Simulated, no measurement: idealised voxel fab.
Documented hereafter: the process module known as voxel wiring stack.
It is cross-section cut that appears here, measuring 260 nm in width, its square cells being 5 nm in size.
Cross-section format: a grid of square cells, given as bands from top to bottom; each band is one or more rows of cells.
Within each band entry, the heights of the top and of the bottom of the band appear first, in that order and in nm; the materials of the band then follow from left to right, each with its corresponding width in nm. The designation "full width" on a single material indicates that it fills the band from edge to edge; the designation "empty" indicates empty space.
Heads up on the height convention: 0 is the point under which the incoming wafer is all one material, and the lowest band has no bottom, it just keeps going down, like "top 0, no bottom".
When a width is written as two numbers, as in "30 to 40", the first number is the width in the top row of cells of the band and the second is the width in its bottom row, and the width changes by the same amount from each row to the next.
"everything unchanged" -> step changed no cross-section cell.
"Closed void register": sealed empty spaces, 8 cells or more, no open way to top, listed width x height at distance, with distance from the left edge and width, height and distance in nm.
Read whatever lies past the settings on a step's line as the simulator's own remark about the step.
overlay nm: right-of-plan distance of the mask on a masked step; negative values mean left-of-plan.

Here's what the planned process steps look like
- 1: op RECEIVE | material Si
- 2: op CONFORMAL_DEP | material SiO2 | thk nm 15
- 3: op CONFORMAL_DEP | material SiN | thk nm 5
- 4: op DIRECTIONAL_DEP | material lowk | thk nm 25
- 5: op DIRECTIONAL_DEP | material aC | thk nm 10
- 6: op PATTERN | tone open | mask id METAL_1 | material resist | width nm 25 | pitch nm 40 | thk nm 30 | overlay nm 0
- 7: op DIRECTIONAL_ETCH | etch materials aC | depth nm 10
- 8: op STRIP | etch materials resist
- 9: op DIRECTIONAL_ETCH | etch materials lowk | depth nm 25
- 10: op DIRECTIONAL_ETCH | etch materials SiN | depth nm 5
- 11: op STRIP | etch materials aC
- 12: op CONFORMAL_DEP | material TiN | thk nm 5
- 13: op FILL_DEP | material Ru | thk nm 10
- 14: op CMP | height nm 45
- 15: op EPI | material Ru | thk nm 5
- 16: op FILL_DEP | material SiCN | thk nm 5
- 17: op DIRECTIONAL_DEP | material lowk | thk nm 30
- 18: op DIRECTIONAL_DEP | material aC | thk nm 10
- 19: op PATTERN | tone open | mask id METAL_2_HOLES | material resist | width nm 15 | pitch nm 40 | thk nm 25 | overlay nm 0
- 20: op DIRECTIONAL_ETCH | etch materials aC | depth nm 10
- 21: op STRIP | etch materials resist
- 22: op DIRECTIONAL_ETCH | etch materials lowk | depth nm 30
- 23: op STRIP | etch materials aC
- 24: op PATTERN | tone open | mask id METAL_2 | material resist | width nm 25 | pitch nm 40 | thk nm 15 | overlay nm -15
- 25: op DIRECTIONAL_ETCH | etch materials lowk | depth nm 15
- 26: op DIRECTIONAL_ETCH | etch materials SiCN | depth nm 5
- 27: op STRIP | etch materials resist
- 28: op CONFORMAL_DEP | material TiN | thk nm 5
- 29: op FILL_DEP | material Cu | thk nm 5
- 30: op CMP | height nm 85
- 31: op CONFORMAL_DEP | material SiN | thk nm 5
Wafers differ in overlay nm at step 24; plan lists the first wafer's value; identical starting state.

Step 1 complete: as-received cross-section of the first of several wafers
* top 0, no bottom: Si full width
* Closed void register: none

At the end of the module, after its last step, step 31, the first of several wafers appears in cross-section as follows
* top 90, bottom 85: SiN full width
* top 85, bottom 75: 40 lowk, then 5 TiN, then 20 Cu, then 5 TiN, then 10 lowk, then 5 TiN, then 20 Cu, then 5 TiN, then 10 lowk, then 5 TiN, then 20 Cu, then 5 TiN, then 10 lowk, then 5 TiN, then 20 Cu, then 5 TiN, then 70 lowk
* top 75, bottom 70: 40 lowk, then 20 TiN, then 5 Cu, then 5 TiN, then 10 lowk, then 20 TiN, then 5 Cu, then 5 TiN, then 10 lowk, then 20 TiN, then 5 Cu, then 5 TiN, then 10 lowk, then 20 TiN, then 5 Cu, then 5 TiN, then 70 lowk
* top 70, bottom 60: 55 lowk, then 5 TiN, then 5 Cu, then 5 TiN, then 25 lowk, then 5 TiN, then 5 Cu, then 5 TiN, then 25 lowk, then 5 TiN, then 5 Cu, then 5 TiN, then 25 lowk, then 5 TiN, then 5 Cu, then 5 TiN, then 70 lowk
* top 60, bottom 55: 55 lowk, then 15 TiN, then 25 lowk, then 15 TiN, then 25 lowk, then 15 TiN, then 25 lowk, then 15 TiN, then 70 lowk
* top 55, bottom 50: 55 SiCN, then 10 TiN, then 30 SiCN, then 10 TiN, then 30 SiCN, then 10 TiN, then 30 SiCN, then 10 TiN, then 75 SiCN
* top 50, bottom 45: 50 SiCN, then 35 Ru, then 5 SiCN, then 35 Ru, then 5 SiCN, then 35 Ru, then 5 SiCN, then 35 Ru, then 55 SiCN
* top 45, bottom 20: 55 lowk, then 5 TiN, then 15 Ru, then 5 TiN, then 15 lowk, then 5 TiN, then 15 Ru, then 5 TiN, then 15 lowk, then 5 TiN, then 15 Ru, then 5 TiN, then 15 lowk, then 5 TiN, then 15 Ru, then 5 TiN, then 60 lowk
* top 20, bottom 15: 55 SiN, then 25 TiN, then 15 SiN, then 25 TiN, then 15 SiN, then 25 TiN, then 15 SiN, then 25 TiN, then 60 SiN
* top 15, bottom 0: SiO2 full width
* top 0, no bottom: Si full width
* Closed void register: none

Cross-section, module end, final of several wafers
* top 90, bottom 85: SiN full width
* top 85, bottom 75: 55 lowk, then 5 TiN, then 150 Cu, then 5 TiN, then 45 lowk
* top 75, bottom 70: 55 lowk, then 5 TiN, then 5 Cu, then 35 TiN, then 5 Cu, then 35 TiN, then 5 Cu, then 35 TiN, then 5 Cu, then 30 TiN, then 45 lowk
* top 70, bottom 60: 55 lowk, then 5 TiN, then 5 Cu, then 5 TiN, then 25 lowk, then 5 TiN, then 5 Cu, then 5 TiN, then 25 lowk, then 5 TiN, then 5 Cu, then 5 TiN, then 25 lowk, then 5 TiN, then 5 Cu, then 5 TiN, then 70 lowk
* top 60, bottom 55: 55 lowk, then 15 TiN, then 25 lowk, then 15 TiN, then 25 lowk, then 15 TiN, then 25 lowk, then 15 TiN, then 70 lowk
* top 55, bottom 50: SiCN full width
* top 50, bottom 45: 50 SiCN, then 35 Ru, then 5 SiCN, then 35 Ru, then 5 SiCN, then 35 Ru, then 5 SiCN, then 35 Ru, then 55 SiCN
* top 45, bottom 20: 55 lowk, then 5 TiN, then 15 Ru, then 5 TiN, then 15 lowk, then 5 TiN, then 15 Ru, then 5 TiN, then 15 lowk, then 5 TiN, then 15 Ru, then 5 TiN, then 15 lowk, then 5 TiN, then 15 Ru, then 5 TiN, then 60 lowk
* top 20, bottom 15: 55 SiN, then 25 TiN, then 15 SiN, then 25 TiN, then 15 SiN, then 25 TiN, then 15 SiN, then 25 TiN, then 60 SiN
* top 15, bottom 0: SiO2 full width
* top 0, no bottom: Si full width
* Closed void register: none

Heads up, this table goes wafer by wafer. A row tells you, at the end of the module, how many cells of each material that wafer has put on (+) or dropped (-) since it was received, and then its closed voids
overlay nm -15 | +44 Cu | +88 Ru | +68 SiCN | +84 SiN | +156 SiO2 | +132 TiN | +364 lowk | Closed void register: none
overlay nm -10 | +40 Cu | +88 Ru | +64 SiCN | +84 SiN | +156 SiO2 | +128 TiN | +376 lowk | Closed void register: none
overlay nm -5 | +40 Cu | +88 Ru | +64 SiCN | +84 SiN | +156 SiO2 | +128 TiN | +376 lowk | Closed void register: none
overlay nm 0 | +40 Cu | +88 Ru | +64 SiCN | +84 SiN | +156 SiO2 | +128 TiN | +376 lowk | Closed void register: none
overlay nm 5 | +44 Cu | +88 Ru | +68 SiCN | +84 SiN | +156 SiO2 | +132 TiN | +364 lowk | Closed void register: none
overlay nm 10 | +52 Cu | +88 Ru | +72 SiCN | +84 SiN | +156 SiO2 | +132 TiN | +352 lowk | Closed void register: none
overlay nm 15 | +72 Cu | +88 Ru | +76 SiCN | +84 SiN | +156 SiO2 | +120 TiN | +340 lowk | Closed void register: none
